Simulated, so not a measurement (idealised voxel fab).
Title: Process Module voxel tone inversion
We display cut, a cross-section 280 nm in width whose square cells are each 5 nm.
A cross-section is a grid of square cells, given in bands from the top down. A band is one or more rows of cells.
In this notation a band is specified by the heights of its top and bottom, in that order and in nm, after which its materials appear from left to right, each paired with its width in nm. The word "full width" attached to a single material means that material fills the band from edge to edge; the word "air" stands for empty space.
Heights are reckoned from 0. Under this level, the received wafer is all of one material. The bottommost band is open-ended downward, for example "0 and below".
The width entry "30..40" should be interpreted row by row: the top row of cells in the band takes the first number, the bottom row takes the second number, and the change between adjacent rows is uniform throughout.
Step marked "remained the same"? Then no cell in the cross-section changed in it.
"Sealed internal voids": sealed empty spaces, 8 cells or more, no open way to top, listed width x height at distance, with distance from the left edge and width, height and distance in nm.
If you see something after the settings on a step's line, that's the simulator's own remark about that step.
You can add "overlay nm" to a step's line. For a step with a mask, it describes how far the mask lay to the right of its planned position, and a negative number describes a lay to the left.

## So here's the lineup of process steps we planned
1,RECEIVE (material Si)
2,CONFORMAL_DEP (material SiN; thk nm 10)
3,DIRECTIONAL_DEP (material aC; thk nm 20)
4,PATTERN (tone cover; mask id POSTS; material resist; width nm 25; pitch nm 40; thk nm 25; overlay nm -15)
5,DIRECTIONAL_ETCH (etch materials aC; depth nm 20)
6,STRIP (etch materials resist)
7,FILL_DEP (material lowk; thk nm 5)
8,CMP (height nm 30)
9,STRIP (etch materials aC)
10,CONFORMAL_DEP (material TiN; thk nm 5)
11,FILL_DEP (material Ru; thk nm 5)
12,CMP (height nm 30)
13,CONFORMAL_DEP (material SiN; thk nm 5)
The plan's step 4 overlay nm is the first wafer's value; the wafers differ in this setting and start identical.

## So this is the first of several wafers, cross-sectioned as it came to us, meaning it's at the end of step 1
	0 and below | Si full width
	Sealed internal voids: none

## First wafer of several, cross-section, module end, after step 13 (last)
	35 down to 30 | SiN full width
	30 down to 15 | lowk (70) / TiN (5) / Ru (15) / TiN (5) / lowk (15) / TiN (5) / Ru (15) / TiN (5) / lowk (15) / TiN (5) / Ru (15) / TiN (5) / lowk (105)
	15 down to 10 | lowk (70) / TiN (25) / lowk (15) / TiN (25) / lowk (15) / TiN (25) / lowk (105)
	10 down to 0 | SiN full width
	0 and below | Si full width
	Sealed internal voids: none

## Last-wafer cross-section at the end of the module
	35 down to 30 | SiN full width
	30 down to 15 | lowk (100) / TiN (5) / Ru (15) / TiN (5) / lowk (15) / TiN (5) / Ru (15) / TiN (5) / lowk (15) / TiN (5) / Ru (15) / TiN (5) / lowk (75)
	15 down to 10 | lowk (100) / TiN (25) / lowk (15) / TiN (25) / lowk (15) / TiN (25) / lowk (75)
	10 down to 0 | SiN full width
	0 and below | Si full width
	Sealed internal voids: none

## Per wafer, end of module: cells gained (+) or lost (-) per material since receipt, then closed voids
overlay nm -15; +27 Ru; +168 SiN; +33 TiN; +164 lowk; Sealed internal voids: none
overlay nm -10; +27 Ru; +168 SiN; +33 TiN; +164 lowk; Sealed internal voids: none
overlay nm -5; +27 Ru; +168 SiN; +33 TiN; +164 lowk; Sealed internal voids: none
overlay nm 0; +27 Ru; +168 SiN; +33 TiN; +164 lowk; Sealed internal voids: none
overlay nm 5; +27 Ru; +168 SiN; +33 TiN; +164 lowk; Sealed internal voids: none
overlay nm 10; +27 Ru; +168 SiN; +33 TiN; +164 lowk; Sealed internal voids: none
overlay nm 15; +27 Ru; +168 SiN; +33 TiN; +164 lowk; Sealed internal voids: none
